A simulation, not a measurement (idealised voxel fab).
process module | voxel released beams
cross-section cut | 185 nm wide | cells 5 nm
A cross-section is a grid of square cells, given in bands from the top down. A band is one or more rows of cells.
Each band's line starts with the height of the band's top and of its bottom, in nm. Then come its materials from left to right, each with its width in nm. One material with "throughout" fills the band from edge to edge. "air" is empty space.
Height 0 is the level under which the wafer as received is all one material. The lowest band goes on downwards, as in "0 down".
A width such as "30 to 40" changes by the same amount from each row of cells to the next, from the band's top row to its bottom row.
"no change" after a step means that no cell of the cross-section changed.
closed voids: empty space of 8 cells or more with no open way to the top, each as width x height at its distance from the left edge, in nm
after a step's settings: what the simulator itself notes on the step
overlay nm, on a step with a mask: how far to the right of its planned place the mask lay; to the left if negative
plan
1 op RECEIVE | material Si
2 op CONFORMAL_DEP | material SiN | thk nm 5
3 op DIRECTIONAL_DEP | material SiO2 | thk nm 10
4 op MASKED_ETCH | tone open | mask id ANCHOR | width nm 45 | etch materials SiO2 | depth nm 10 | overlay nm 0
5 op CONFORMAL_DEP | material TiN | thk nm 15
6 op DIRECTIONAL_DEP | material aC | thk nm 15
7 op PATTERN | tone cover | mask id BEAM | material resist | width nm 120 | thk nm 30 | overlay nm 0
8 op DIRECTIONAL_ETCH | etch materials aC | depth nm 15
9 op STRIP | etch materials resist
10 op DIRECTIONAL_ETCH | etch materials TiN | depth nm 15
11 op STRIP | etch materials aC
12 op STRIP | etch materials SiO2
as received, after step 1
  0 down: Si throughout
  closed voids: none
a wafer at the end: this start, this plan, one mistake
  30 to 20: air 30 | TiN 65 | air 90
  20 to 15: air 30 | TiN 120 | air 35
  15 to 5: air 20 | TiN 15 | SiO2 45 | TiN 70 | air 35
  5 to 0: SiN throughout
  0 down: Si throughout
  closed voids: none
what went wrong: step 4 ran as: op MASKED_ETCH | tone cover | mask id ANCHOR | width nm 45 | etch materials SiO2 | depth nm 10 | overlay nm 0
